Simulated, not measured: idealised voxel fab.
Proc. module: voxel trench capacitor
In the cross-section labelled cut, the width is 245 nm and each square cell is 5 nm.
For the purposes of this document, a cross-section shall be understood as a grid of square cells, specified as bands listed in top-to-bottom order, each band consisting of one or more rows of cells. Basically the band line says how high the top is and how high the bottom is, in nm, and then what's in it from left to right, every material with its width in nm. Empty space shows up as "empty", and if a single material carries "full width" it runs the full band edge to edge. Note: height 0 marks the level under which the wafer is uniformly one material as received. Lowest band unbounded below, written "0 -> down". Top row gets the first number, bottom row gets the second, and each row in between changes by the same step: that is how a band width like "30->40" works. What does "nothing got changed" mean for a step? It means no cell of the cross-section changed in that step. Under "Voids, enclosed" you'll find the enclosed gaps, the ones with no way out to the top, that are 8 cells or bigger; each reads width x height at distance, with distance counted from the left edge, everything in nm. On a step's line, text after the settings is the simulator commenting on that step. overlay nm: how far to the right of its planned place the mask lay on this masked step (negative: to the left).

### Intended process steps
1 RECEIVE with material Si
2 CONFORMAL_DEP with material SiN, thk nm 5
3 DIRECTIONAL_DEP with material aC, thk nm 15
4 PATTERN with tone open, mask id TRENCH, material resist, width nm 25, pitch nm 50, thk nm 30, overlay nm 0
5 DIRECTIONAL_ETCH with etch materials aC, depth nm 15
6 STRIP with etch materials resist
7 DIRECTIONAL_ETCH with etch materials SiN, depth nm 5
8 DIRECTIONAL_ETCH with etch materials Si, depth nm 25
9 STRIP with etch materials aC
10 CONFORMAL_DEP with material HfO2, thk nm 5
11 CONFORMAL_DEP with material TiN, thk nm 5
12 FILL_DEP with material W, thk nm 5
13 CMP with height nm 5

### The first of a set of two wafers, run to plan

### Step 1 complete: cross-section of the wafer as received
> 0 -> down  Si full width
> Voids, enclosed: none

### Cross-section through the wafer, step 2 finished
> 5 -> 0  SiN full width
> below 0: unchanged

### Cross-section through the wafer, step 3 finished
> 20 -> 5  aC full width
> below 5: unchanged

### Cross-section through the wafer, step 4 finished
> 50 -> 20  resist=60 | empty=25 | resist=25 | empty=25 | resist=25 | empty=25 | resist=60
> below 20: unchanged

### Cross-section through the wafer, step 5 finished
> 35 -> 20  resist=60 | empty=25 | resist=25 | empty=25 | resist=25 | empty=25 | resist=60
> 20 -> 5  aC=60 | empty=25 | aC=25 | empty=25 | aC=25 | empty=25 | aC=60
> below 5: unchanged

### Cross-section through the wafer, step 6 finished
> 20 -> 5  aC=60 | empty=25 | aC=25 | empty=25 | aC=25 | empty=25 | aC=60
> below 5: unchanged

### Cross-section through the wafer, step 7 finished
> 20 -> 5  aC=60 | empty=25 | aC=25 | empty=25 | aC=25 | empty=25 | aC=60
> 5 -> 0  SiN=60 | empty=25 | SiN=25 | empty=25 | SiN=25 | empty=25 | SiN=60
> below 0: unchanged

### Cross-section through the wafer, step 8 finished
> 20 -> 5  aC=60 | empty=25 | aC=25 | empty=25 | aC=25 | empty=25 | aC=60
> 5 -> 0  SiN=60 | empty=25 | SiN=25 | empty=25 | SiN=25 | empty=25 | SiN=60
> 0 -> -25  Si=60 | empty=25 | Si=25 | empty=25 | Si=25 | empty=25 | Si=60
> below -25: unchanged

### Cross-section through the wafer, step 9 finished
> 5 -> 0  SiN=60 | empty=25 | SiN=25 | empty=25 | SiN=25 | empty=25 | SiN=60
> below 0: unchanged

### Cross-section through the wafer, step 10 finished
> 10 -> 5  HfO2=65 | empty=15 | HfO2=35 | empty=15 | HfO2=35 | empty=15 | HfO2=65
> 5 -> 0  SiN=60 | HfO2=5 | empty=15 | HfO2=5 | SiN=25 | HfO2=5 | empty=15 | HfO2=5 | SiN=25 | HfO2=5 | empty=15 | HfO2=5 | SiN=60
> 0 -> -20  Si=60 | HfO2=5 | empty=15 | HfO2=5 | Si=25 | HfO2=5 | empty=15 | HfO2=5 | Si=25 | HfO2=5 | empty=15 | HfO2=5 | Si=60
> -20 -> -25  Si=60 | HfO2=25 | Si=25 | HfO2=25 | Si=25 | HfO2=25 | Si=60
> below -25: unchanged

### Cross-section through the wafer, step 11 finished
> 15 -> 10  TiN=70 | empty=5 | TiN=45 | empty=5 | TiN=45 | empty=5 | TiN=70
> 10 -> 5  HfO2=65 | TiN=5 | empty=5 | TiN=5 | HfO2=35 | TiN=5 | empty=5 | TiN=5 | HfO2=35 | TiN=5 | empty=5 | TiN=5 | HfO2=65
> 5 -> 0  SiN=60 | HfO2=5 | TiN=5 | empty=5 | TiN=5 | HfO2=5 | SiN=25 | HfO2=5 | TiN=5 | empty=5 | TiN=5 | HfO2=5 | SiN=25 | HfO2=5 | TiN=5 | empty=5 | TiN=5 | HfO2=5 | SiN=60
> 0 -> -15  Si=60 | HfO2=5 | TiN=5 | empty=5 | TiN=5 | HfO2=5 | Si=25 | HfO2=5 | TiN=5 | empty=5 | TiN=5 | HfO2=5 | Si=25 | HfO2=5 | TiN=5 | empty=5 | TiN=5 | HfO2=5 | Si=60
> -15 -> -20  Si=60 | HfO2=5 | TiN=15 | HfO2=5 | Si=25 | HfO2=5 | TiN=15 | HfO2=5 | Si=25 | HfO2=5 | TiN=15 | HfO2=5 | Si=60
> below -20: unchanged

### Cross-section through the wafer, step 12 finished
> 20 -> 15  W full width
> 15 -> 10  TiN=70 | W=5 | TiN=45 | W=5 | TiN=45 | W=5 | TiN=70
> 10 -> 5  HfO2=65 | TiN=5 | W=5 | TiN=5 | HfO2=35 | TiN=5 | W=5 | TiN=5 | HfO2=35 | TiN=5 | W=5 | TiN=5 | HfO2=65
> 5 -> 0  SiN=60 | HfO2=5 | TiN=5 | W=5 | TiN=5 | HfO2=5 | SiN=25 | HfO2=5 | TiN=5 | W=5 | TiN=5 | HfO2=5 | SiN=25 | HfO2=5 | TiN=5 | W=5 | TiN=5 | HfO2=5 | SiN=60
> 0 -> -15  Si=60 | HfO2=5 | TiN=5 | W=5 | TiN=5 | HfO2=5 | Si=25 | HfO2=5 | TiN=5 | W=5 | TiN=5 | HfO2=5 | Si=25 | HfO2=5 | TiN=5 | W=5 | TiN=5 | HfO2=5 | Si=60
> below -15: unchanged

### Cross-section through the wafer, step 13 finished
> 5 -> 0  SiN=60 | HfO2=5 | TiN=5 | W=5 | TiN=5 | HfO2=5 | SiN=25 | HfO2=5 | TiN=5 | W=5 | TiN=5 | HfO2=5 | SiN=25 | HfO2=5 | TiN=5 | W=5 | TiN=5 | HfO2=5 | SiN=60
> below 0: unchanged

### Regarding the second of the two wafers: it shared the first wafer's starting condition and process plan, yet one error occurred during its execution. Its history coincides with that of the first wafer up to and including step 9

### Cross-section of the second wafer when, according to plan, step 10 should have finished
> 10 -> 5  aC=65 | empty=15 | aC=35 | empty=15 | aC=35 | empty=15 | aC=65
> 5 -> 0  SiN=60 | aC=5 | empty=15 | aC=5 | SiN=25 | aC=5 | empty=15 | aC=5 | SiN=25 | aC=5 | empty=15 | aC=5 | SiN=60
> 0 -> -20  Si=60 | aC=5 | empty=15 | aC=5 | Si=25 | aC=5 | empty=15 | aC=5 | Si=25 | aC=5 | empty=15 | aC=5 | Si=60
> -20 -> -25  Si=60 | aC=25 | Si=25 | aC=25 | Si=25 | aC=25 | Si=60
> below -25: unchanged

### Cross-section of the second wafer when, according to plan, step 11 should have finished
> 15 -> 10  TiN=70 | empty=5 | TiN=45 | empty=5 | TiN=45 | empty=5 | TiN=70
> 10 -> 5  aC=65 | TiN=5 | empty=5 | TiN=5 | aC=35 | TiN=5 | empty=5 | TiN=5 | aC=35 | TiN=5 | empty=5 | TiN=5 | aC=65
> 5 -> 0  SiN=60 | aC=5 | TiN=5 | empty=5 | TiN=5 | aC=5 | SiN=25 | aC=5 | TiN=5 | empty=5 | TiN=5 | aC=5 | SiN=25 | aC=5 | TiN=5 | empty=5 | TiN=5 | aC=5 | SiN=60
> 0 -> -15  Si=60 | aC=5 | TiN=5 | empty=5 | TiN=5 | aC=5 | Si=25 | aC=5 | TiN=5 | empty=5 | TiN=5 | aC=5 | Si=25 | aC=5 | TiN=5 | empty=5 | TiN=5 | aC=5 | Si=60
> -15 -> -20  Si=60 | aC=5 | TiN=15 | aC=5 | Si=25 | aC=5 | TiN=15 | aC=5 | Si=25 | aC=5 | TiN=15 | aC=5 | Si=60
> below -20: unchanged

### Cross-section of the second wafer when, according to plan, step 12 should have finished
> 20 -> 15  W full width
> 15 -> 10  TiN=70 | W=5 | TiN=45 | W=5 | TiN=45 | W=5 | TiN=70
> 10 -> 5  aC=65 | TiN=5 | W=5 | TiN=5 | aC=35 | TiN=5 | W=5 | TiN=5 | aC=35 | TiN=5 | W=5 | TiN=5 | aC=65
> 5 -> 0  SiN=60 | aC=5 | TiN=5 | W=5 | TiN=5 | aC=5 | SiN=25 | aC=5 | TiN=5 | W=5 | TiN=5 | aC=5 | SiN=25 | aC=5 | TiN=5 | W=5 | TiN=5 | aC=5 | SiN=60
> 0 -> -15  Si=60 | aC=5 | TiN=5 | W=5 | TiN=5 | aC=5 | Si=25 | aC=5 | TiN=5 | W=5 | TiN=5 | aC=5 | Si=25 | aC=5 | TiN=5 | W=5 | TiN=5 | aC=5 | Si=60
> below -15: unchanged

### Cross-section of the second wafer when, according to plan, step 13 should have finished
> 5 -> 0  SiN=60 | aC=5 | TiN=5 | W=5 | TiN=5 | aC=5 | SiN=25 | aC=5 | TiN=5 | W=5 | TiN=5 | aC=5 | SiN=25 | aC=5 | TiN=5 | W=5 | TiN=5 | aC=5 | SiN=60
> below 0: unchanged
So what did we get wrong on this run? rather than as planned, step 10 actually ran as CONFORMAL_DEP with material aC, thk nm 5
Cell-count delta at end, second wafer over first, by material: HfO2 -45 | aC +45
